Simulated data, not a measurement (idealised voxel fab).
process module | voxel released beams
cross-section cut | 220 nm wide | cells 5 nm
A cross-section is a grid of square cells, given in bands from the top down. A band is one or more rows of cells.
Each band's line starts with the height of the band's top and of its bottom, in nm. Then come its materials from left to right, each with its width in nm. One material with "throughout" fills the band from edge to edge. "air" is empty space.
Height 0 is the level under which the wafer as received is all one material. The lowest band goes on downwards, as in "0 down".
A width such as "30 to 40" changes by the same amount from each row of cells to the next, from the band's top row to its bottom row.
"no change" after a step means that no cell of the cross-section changed.
closed voids: empty space of 8 cells or more with no open way to the top, each as width x height at its distance from the left edge, in nm
after a step's settings: what the simulator itself notes on the step
overlay nm, on a step with a mask: how far to the right of its planned place the mask lay; to the left if negative
plan
1 op RECEIVE | material Si
2 op CONFORMAL_DEP | material SiN | thk nm 5
3 op DIRECTIONAL_DEP | material SiO2 | thk nm 20
4 op PATTERN | tone open | mask id ANCHOR | material resist | width nm 45 | thk nm 20 | overlay nm 0
5 op DIRECTIONAL_ETCH | etch materials SiO2 | depth nm 20
6 op STRIP | etch materials resist
7 op CONFORMAL_DEP | material W | thk nm 15
8 op PATTERN | tone cover | mask id BEAM | material resist | width nm 95 | thk nm 20 | overlay nm -15
9 op DIRECTIONAL_ETCH | etch materials W | depth nm 15
10 op STRIP | etch materials resist
11 op STRIP | etch materials SiO2
varied across the wafers: overlay nm of step 8. The plan shows the first wafer's value. All wafers start alike
first wafer as received, after step 1
  0 down: Si throughout
  closed voids: none
each wafer at the end: cells of each material gained (+) or lost (-) since it was received, then its closed voids
overlay nm -15 | +44 SiN | +81 W | closed voids: none
overlay nm -10 | +44 SiN | +81 W | closed voids: none
overlay nm -5 | +44 SiN | +81 W | closed voids: none
overlay nm 0 | +44 SiN | +81 W | closed voids: none
overlay nm 5 | +44 SiN | +81 W | closed voids: none
overlay nm 10 | +44 SiN | +81 W | closed voids: none
overlay nm 15 | +44 SiN | +81 W | closed voids: none
